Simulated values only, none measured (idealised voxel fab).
The document below concerns the process module designated voxel gate over fins.
The figure presents cross-section cut, which has a width of 145 nm and is divided into square cells with an edge length of 5 nm.
Format of a cross-section: grid, square cells. Given as bands. Order: top down. Band: one or more rows of cells.
Per band: top height and bottom height in nm, followed by the left-to-right materials and their widths in nm; "throughout" marks a single material spanning edge to edge, "blank" marks empty space.
A quick word on heights: they are counted from 0, and under that level the wafer as it came to us is one material throughout. The lowest band is different from the rest in having no bottom; it simply continues downward, written as in "z 0 and below".
Quick explanation for "30 to 40": the width changes in equal steps down the rows of cells, from the first number in the band's top row to the second number in its bottom row.
"no modifications" for a step: no cell of the cross-section changed in that step.
"Fully sealed cavities" enumerates empty spaces isolated from the top, with no open way to it, that contain at least 8 cells, giving each as width x height at distance from the left edge, all three in nm.
after a step's settings: what the simulator itself notes on the step
On any step carrying a mask, the "overlay nm" setting, if present on the step's line, tells how far right of its planned place the mask lay; negative values point to the left.

[Process steps foreseen in the plan]
1: RECEIVE, material Si
2: CONFORMAL_DEP, material SiN, thk nm 10
3: MASKED_ETCH, tone cover, mask id FINS, width nm 15, pitch nm 45, etch materials SiN, depth nm 10, overlay nm 0
4: MASKED_ETCH, tone cover, mask id FINS, width nm 15, pitch nm 45, etch materials Si, depth nm 35, overlay nm 0
5: OXIDIZE, depth nm 5
6: FILL_DEP, material SiO2, thk nm 10
7: CMP, height nm 10
8: SELECTIVE_ETCH, etch materials SiO2, depth nm 25
9: STRIP, etch materials SiN
10: CONFORMAL_DEP, material HfO2, thk nm 5
11: CONFORMAL_DEP, material TiN, thk nm 5
12: CONFORMAL_DEP, material TiAl, thk nm 5
13: CONFORMAL_DEP, material TiN, thk nm 5
14: FILL_DEP, material W, thk nm 10
15: CMP, height nm 25
16: CONFORMAL_DEP, material SiCN, thk nm 10

[Step 1 complete: cross-section of the wafer as received]
> z 0 and below | Si throughout
> Fully sealed cavities: none

[First wafer of two, sectioned at end of module; run went per plan]
> z 35 to 25 | SiCN throughout
> z 25 to 20 | W throughout
> z 20 to 15 | W 5 / TiN 135 / W 5
> z 15 to 10 | W 5 / TiN 5 / TiAl 35 / TiN 10 / TiAl 35 / TiN 10 / TiAl 35 / TiN 5 / W 5
> z 10 to 5 | W 5 / TiN 5 / TiAl 5 / TiN 25 / TiAl 5 / TiN 10 / TiAl 5 / TiN 25 / TiAl 5 / TiN 10 / TiAl 5 / TiN 25 / TiAl 5 / TiN 5 / W 5
> z 5 to 0 | TiN 10 / TiAl 5 / TiN 5 / HfO2 15 / TiN 5 / TiAl 5 / TiN 10 / TiAl 5 / TiN 5 / HfO2 15 / TiN 5 / TiAl 5 / TiN 10 / TiAl 5 / TiN 5 / HfO2 15 / TiN 5 / TiAl 5 / TiN 10
> z 0 to -5 | TiAl 15 / TiN 5 / HfO2 5 / Si 5 / HfO2 5 / TiN 5 / TiAl 20 / TiN 5 / HfO2 5 / Si 5 / HfO2 5 / TiN 5 / TiAl 20 / TiN 5 / HfO2 5 / Si 5 / HfO2 5 / TiN 5 / TiAl 15
> z -5 to -10 | TiN 20 / HfO2 5 / Si 5 / HfO2 5 / TiN 30 / HfO2 5 / Si 5 / HfO2 5 / TiN 30 / HfO2 5 / Si 5 / HfO2 5 / TiN 20
> z -10 to -15 | HfO2 25 / Si 5 / HfO2 40 / Si 5 / HfO2 40 / Si 5 / HfO2 25
> z -15 to -40 | SiO2 25 / Si 5 / SiO2 40 / Si 5 / SiO2 40 / Si 5 / SiO2 25
> z -40 and below | Si throughout
> Fully sealed cavities: none

[This is the second of the two wafers, cross-sectioned at the end of the module; it started exactly like the first and was given the same plan, but it was run with one mistake]
> z 35 to 25 | SiCN throughout
> z 25 to 20 | W throughout
> z 20 to 15 | TiN 135 / W 10
> z 15 to 10 | TiN 5 / TiAl 35 / TiN 10 / TiAl 35 / TiN 10 / TiAl 35 / TiN 10 / W 5
> z 10 to 5 | TiN 5 / TiAl 5 / TiN 25 / TiAl 10 / TiN 5 / TiAl 5 / TiN 25 / TiAl 10 / TiN 5 / TiAl 5 / TiN 25 / TiAl 10 / TiN 5 / W 5
> z 5 to 0 | TiN 5 / TiAl 5 / TiN 5 / HfO2 15 / TiN 10 / TiAl 5 / TiN 5 / TiAl 5 / TiN 5 / HfO2 15 / TiN 10 / TiAl 5 / TiN 5 / TiAl 5 / TiN 5 / HfO2 15 / TiN 10 / TiAl 5 / TiN 10
> z 0 to -5 | TiAl 10 / TiN 5 / HfO2 5 / Si 5 / HfO2 10 / TiN 5 / TiAl 15 / TiN 5 / HfO2 5 / Si 5 / HfO2 10 / TiN 5 / TiAl 15 / TiN 5 / HfO2 5 / Si 5 / HfO2 10 / TiN 5 / TiAl 15
> z -5 to -10 | TiN 15 / HfO2 5 / Si 10 / HfO2 5 / TiN 25 / HfO2 5 / Si 10 / HfO2 5 / TiN 25 / HfO2 5 / Si 10 / HfO2 5 / TiN 20
> z -10 to -15 | HfO2 20 / Si 10 / HfO2 35 / Si 10 / HfO2 35 / Si 10 / HfO2 25
> z -15 to -40 | SiO2 20 / Si 10 / SiO2 35 / Si 10 / SiO2 35 / Si 10 / SiO2 25
> z -40 and below | Si throughout
> Fully sealed cavities: none
Finding, execution versus plan: step 3 changed vs plan, executed as MASKED_ETCH, tone cover, mask id FINS, width nm 15, pitch nm 45, etch materials SiN, depth nm 10, overlay nm -5
Per the end-of-run cell counts, the second wafer holds more or fewer of some materials than the first: 21 more of Si, 15 fewer of SiO2, 4 fewer of TiN, 2 fewer of W
